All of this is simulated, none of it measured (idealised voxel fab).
The process module presented herein is designated voxel spacer lines.
Cross-sectional view cut (width: 190 nm; square cell size: 5 nm).
The cross-sections in this document take the form of a grid made of square cells. They are written out as bands, in order from top to bottom. Each band consists of one or more rows of cells. The band entry comprises the height of the band's top followed by the height of its bottom, expressed in nm, and subsequently the band's materials from left to right, each stated together with its width in nm. Where a single material is marked with the word "everywhere", that material fills the band from edge to edge. The word "empty" represents empty space. Counting heights begins at 0, where everything beneath is, in the wafer as received, one material. The lowest band has no bottom; it goes on downwards, as "0 down" shows. So if you see something like "30 to 40" for the width, read it as the top row of the band sitting at the first number and the bottom row at the second, with every row in between moving by the same amount as the last. Where the words "all unchanged" appear for a step, the cross-section shows no cell changed by that step; every cell remained as before. "Enclosed void list": empty spaces of 8 cells or more with no open way to the top, each given as width x height at distance, distance from the left edge, all in nm. Where a step's line continues beyond its settings, the continuation is a remark by the simulator itself on that step. overlay nm: on a step with a mask, how far right of its planned place the mask lay; negative means left.

## Steps in the process plan
1,RECEIVE,material Si
2,CONFORMAL_DEP,material Al2O3,thk nm 5
3,DIRECTIONAL_DEP,material TiN,thk nm 15
4,DIRECTIONAL_DEP,material aC,thk nm 20
5,PATTERN,tone cover,mask id MANDREL,material resist,width nm 15,pitch nm 50,thk nm 30,overlay nm 0
6,DIRECTIONAL_ETCH,etch materials aC,depth nm 20
7,STRIP,etch materials resist
8,CONFORMAL_DEP,material SiN,thk nm 10
9,DIRECTIONAL_ETCH,etch materials SiN,depth nm 10
10,STRIP,etch materials aC
11,DIRECTIONAL_ETCH,etch materials TiN,depth nm 15
12,STRIP,etch materials SiN

## Cross-section, incoming material, after step 1
> 0 down  Si everywhere
> Enclosed void list: none

## The following cross-section depicts the wafer upon conclusion of the module. Processing commenced from the starting condition illustrated above and adhered to the plan illustrated above, save for one mistake in execution
> 20 to 5  empty=60, TiN=10, empty=15, TiN=10, empty=15, TiN=10, empty=15, TiN=10, empty=45
> 5 to 0  Al2O3 everywhere
> 0 down  Si everywhere
> Enclosed void list: none
Which mistake was made when the wafer was run? step 5 ran as: PATTERN,tone cover,mask id MANDREL,material resist,width nm 15,pitch nm 50,thk nm 30,overlay nm 10
